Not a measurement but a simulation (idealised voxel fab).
Name of the process module below: voxel spacer lines
Each square cell in cross-section cut measures 5 nm, and the section as a whole is 295 nm wide.
In this document a cross-section is written as a grid of square cells. It is given as a series of bands, listed from the top down, and a band is one or more rows of cells. Band entry format. Leading values: height of top, height of bottom, nm. Remainder: materials in left-to-right order, each with its width in nm. Special words: "everywhere" on a single material, which then fills the band edge to edge; "empty", empty space. Note: height 0 marks the level under which the wafer is uniformly one material as received. Lowest band unbounded below, written "0 nm and below". The notation "30..40" denotes a width that varies across the rows of cells in the band, beginning at the first number in the top row, finishing at the second number in the bottom row, and changing by an identical amount from each row to the next. Basically "nothing was modified" means that step didn't change any cell in the cross-section. In "closed voids" the enclosed voids are listed, meaning empty spaces of 8 cells or larger without any opening to the top. The form is width x height at distance, distance from the left edge, units nm. Formally, on a step line, whatever follows the settings is a remark that the simulator itself makes on the step. Among the settings permitted on a step's line is "overlay nm"; applied to a step with a mask, it specifies the extent to which the mask lay to the right of its planned position, whereas a negative figure signifies a position to the left.

# Process steps (planned)
1) RECEIVE | material Si
2) CONFORMAL_DEP | material Al2O3 | thk nm 10
3) DIRECTIONAL_DEP | material TiN | thk nm 10
4) DIRECTIONAL_DEP | material aC | thk nm 20
5) PATTERN | tone cover | mask id MANDREL | material resist | width nm 25 | pitch nm 70 | thk nm 25 | overlay nm 0
6) DIRECTIONAL_ETCH | etch materials aC | depth nm 20
7) STRIP | etch materials resist
8) CONFORMAL_DEP | material SiO2 | thk nm 10
9) DIRECTIONAL_ETCH | etch materials SiO2 | depth nm 10
10) STRIP | etch materials aC
11) DIRECTIONAL_ETCH | etch materials TiN | depth nm 10
12) STRIP | etch materials SiO2
13) FILL_DEP | material SiO2 | thk nm 5
14) CMP | height nm 20

# The first of two wafers, run as planned

# Cross-sectional view of the wafer in its as-received condition, corresponding to the state after step 1
  0 nm and below: Si everywhere
  closed voids: none

# Cross-section of the wafer subsequent to step 2
  10 nm to 0 nm: Al2O3 everywhere
  Unchanged below 0.

# Cross-section of the wafer subsequent to step 3
  20 nm to 10 nm: TiN everywhere
  Unchanged below 10.

# Cross-section of the wafer subsequent to step 4
  40 nm to 20 nm: aC everywhere
  Unchanged below 20.

# Cross-section of the wafer subsequent to step 5
  65 nm to 40 nm: 65 empty / 25 resist / 45 empty / 25 resist / 45 empty / 25 resist / 65 empty
  Unchanged below 40.

# Cross-section of the wafer subsequent to step 6
  45 nm to 40 nm: 65 empty / 25 resist / 45 empty / 25 resist / 45 empty / 25 resist / 65 empty
  40 nm to 20 nm: 65 empty / 25 aC / 45 empty / 25 aC / 45 empty / 25 aC / 65 empty
  Unchanged below 20.

# Cross-section of the wafer subsequent to step 7
  40 nm to 20 nm: 65 empty / 25 aC / 45 empty / 25 aC / 45 empty / 25 aC / 65 empty
  Unchanged below 20.

# Cross-section of the wafer subsequent to step 8
  50 nm to 40 nm: 55 empty / 45 SiO2 / 25 empty / 45 SiO2 / 25 empty / 45 SiO2 / 55 empty
  40 nm to 30 nm: 55 empty / 10 SiO2 / 25 aC / 10 SiO2 / 25 empty / 10 SiO2 / 25 aC / 10 SiO2 / 25 empty / 10 SiO2 / 25 aC / 10 SiO2 / 55 empty
  30 nm to 20 nm: 65 SiO2 / 25 aC / 45 SiO2 / 25 aC / 45 SiO2 / 25 aC / 65 SiO2
  Unchanged below 20.

# Cross-section of the wafer subsequent to step 9
  40 nm to 20 nm: 55 empty / 10 SiO2 / 25 aC / 10 SiO2 / 25 empty / 10 SiO2 / 25 aC / 10 SiO2 / 25 empty / 10 SiO2 / 25 aC / 10 SiO2 / 55 empty
  Unchanged below 20.

# Cross-section of the wafer subsequent to step 10
  40 nm to 20 nm: 55 empty / 10 SiO2 / 25 empty / 10 SiO2 / 25 empty / 10 SiO2 / 25 empty / 10 SiO2 / 25 empty / 10 SiO2 / 25 empty / 10 SiO2 / 55 empty
  Unchanged below 20.

# Cross-section of the wafer subsequent to step 11
  40 nm to 20 nm: 55 empty / 10 SiO2 / 25 empty / 10 SiO2 / 25 empty / 10 SiO2 / 25 empty / 10 SiO2 / 25 empty / 10 SiO2 / 25 empty / 10 SiO2 / 55 empty
  20 nm to 10 nm: 55 empty / 10 TiN / 25 empty / 10 TiN / 25 empty / 10 TiN / 25 empty / 10 TiN / 25 empty / 10 TiN / 25 empty / 10 TiN / 55 empty
  Unchanged below 10.

# Cross-section of the wafer subsequent to step 12
  20 nm to 10 nm: 55 empty / 10 TiN / 25 empty / 10 TiN / 25 empty / 10 TiN / 25 empty / 10 TiN / 25 empty / 10 TiN / 25 empty / 10 TiN / 55 empty
  Unchanged below 10.

# Cross-section of the wafer subsequent to step 13
  25 nm to 20 nm: SiO2 everywhere
  20 nm to 10 nm: 55 SiO2 / 10 TiN / 25 SiO2 / 10 TiN / 25 SiO2 / 10 TiN / 25 SiO2 / 10 TiN / 25 SiO2 / 10 TiN / 25 SiO2 / 10 TiN / 55 SiO2
  Unchanged below 10.

# Cross-section of the wafer subsequent to step 14
  20 nm to 10 nm: 55 SiO2 / 10 TiN / 25 SiO2 / 10 TiN / 25 SiO2 / 10 TiN / 25 SiO2 / 10 TiN / 25 SiO2 / 10 TiN / 25 SiO2 / 10 TiN / 55 SiO2
  Unchanged below 10.

# The second wafer began exactly as the first did and followed the same plan, but one mistake was made while running it; through step 1 inclusive, the two wafers are identical

# What the second wafer looks like in cross-section when step 2 should have wrapped up
  10 nm to 0 nm: TiN everywhere
  Unchanged below 0.

# What the second wafer looks like in cross-section when step 3 should have wrapped up
  20 nm to 0 nm: TiN everywhere
  Unchanged below 0.

# What the second wafer looks like in cross-section when step 4 should have wrapped up
  40 nm to 20 nm: aC everywhere
  Unchanged below 20.

# What the second wafer looks like in cross-section when step 5 should have wrapped up
  65 nm to 40 nm: 65 empty / 25 resist / 45 empty / 25 resist / 45 empty / 25 resist / 65 empty
  Unchanged below 40.

# What the second wafer looks like in cross-section when step 6 should have wrapped up
  45 nm to 40 nm: 65 empty / 25 resist / 45 empty / 25 resist / 45 empty / 25 resist / 65 empty
  40 nm to 20 nm: 65 empty / 25 aC / 45 empty / 25 aC / 45 empty / 25 aC / 65 empty
  Unchanged below 20.

# What the second wafer looks like in cross-section when step 7 should have wrapped up
  40 nm to 20 nm: 65 empty / 25 aC / 45 empty / 25 aC / 45 empty / 25 aC / 65 empty
  Unchanged below 20.

# What the second wafer looks like in cross-section when step 8 should have wrapped up
  50 nm to 40 nm: 55 empty / 45 SiO2 / 25 empty / 45 SiO2 / 25 empty / 45 SiO2 / 55 empty
  40 nm to 30 nm: 55 empty / 10 SiO2 / 25 aC / 10 SiO2 / 25 empty / 10 SiO2 / 25 aC / 10 SiO2 / 25 empty / 10 SiO2 / 25 aC / 10 SiO2 / 55 empty
  30 nm to 20 nm: 65 SiO2 / 25 aC / 45 SiO2 / 25 aC / 45 SiO2 / 25 aC / 65 SiO2
  Unchanged below 20.

# What the second wafer looks like in cross-section when step 9 should have wrapped up
  40 nm to 20 nm: 55 empty / 10 SiO2 / 25 aC / 10 SiO2 / 25 empty / 10 SiO2 / 25 aC / 10 SiO2 / 25 empty / 10 SiO2 / 25 aC / 10 SiO2 / 55 empty
  Unchanged below 20.

# What the second wafer looks like in cross-section when step 10 should have wrapped up
  40 nm to 20 nm: 55 empty / 10 SiO2 / 25 empty / 10 SiO2 / 25 empty / 10 SiO2 / 25 empty / 10 SiO2 / 25 empty / 10 SiO2 / 25 empty / 10 SiO2 / 55 empty
  Unchanged below 20.

# What the second wafer looks like in cross-section when step 11 should have wrapped up
  40 nm to 20 nm: 55 empty / 10 SiO2 / 25 empty / 10 SiO2 / 25 empty / 10 SiO2 / 25 empty / 10 SiO2 / 25 empty / 10 SiO2 / 25 empty / 10 SiO2 / 55 empty
  20 nm to 10 nm: 55 empty / 10 TiN / 25 empty / 10 TiN / 25 empty / 10 TiN / 25 empty / 10 TiN / 25 empty / 10 TiN / 25 empty / 10 TiN / 55 empty
  Unchanged below 10.

# What the second wafer looks like in cross-section when step 12 should have wrapped up
  20 nm to 10 nm: 55 empty / 10 TiN / 25 empty / 10 TiN / 25 empty / 10 TiN / 25 empty / 10 TiN / 25 empty / 10 TiN / 25 empty / 10 TiN / 55 empty
  Unchanged below 10.

# What the second wafer looks like in cross-section when step 13 should have wrapped up
  25 nm to 20 nm: SiO2 everywhere
  20 nm to 10 nm: 55 SiO2 / 10 TiN / 25 SiO2 / 10 TiN / 25 SiO2 / 10 TiN / 25 SiO2 / 10 TiN / 25 SiO2 / 10 TiN / 25 SiO2 / 10 TiN / 55 SiO2
  Unchanged below 10.

# What the second wafer looks like in cross-section when step 14 should have wrapped up
  20 nm to 10 nm: 55 SiO2 / 10 TiN / 25 SiO2 / 10 TiN / 25 SiO2 / 10 TiN / 25 SiO2 / 10 TiN / 25 SiO2 / 10 TiN / 25 SiO2 / 10 TiN / 55 SiO2
  Unchanged below 10.
What broke from the plan during processing? planned and actual differ for step 2; actual: CONFORMAL_DEP | material TiN | thk nm 10
Wrapping up, a cell-based count of both wafers puts the second over or under the first for these materials: Al2O3 -118 | TiN +118
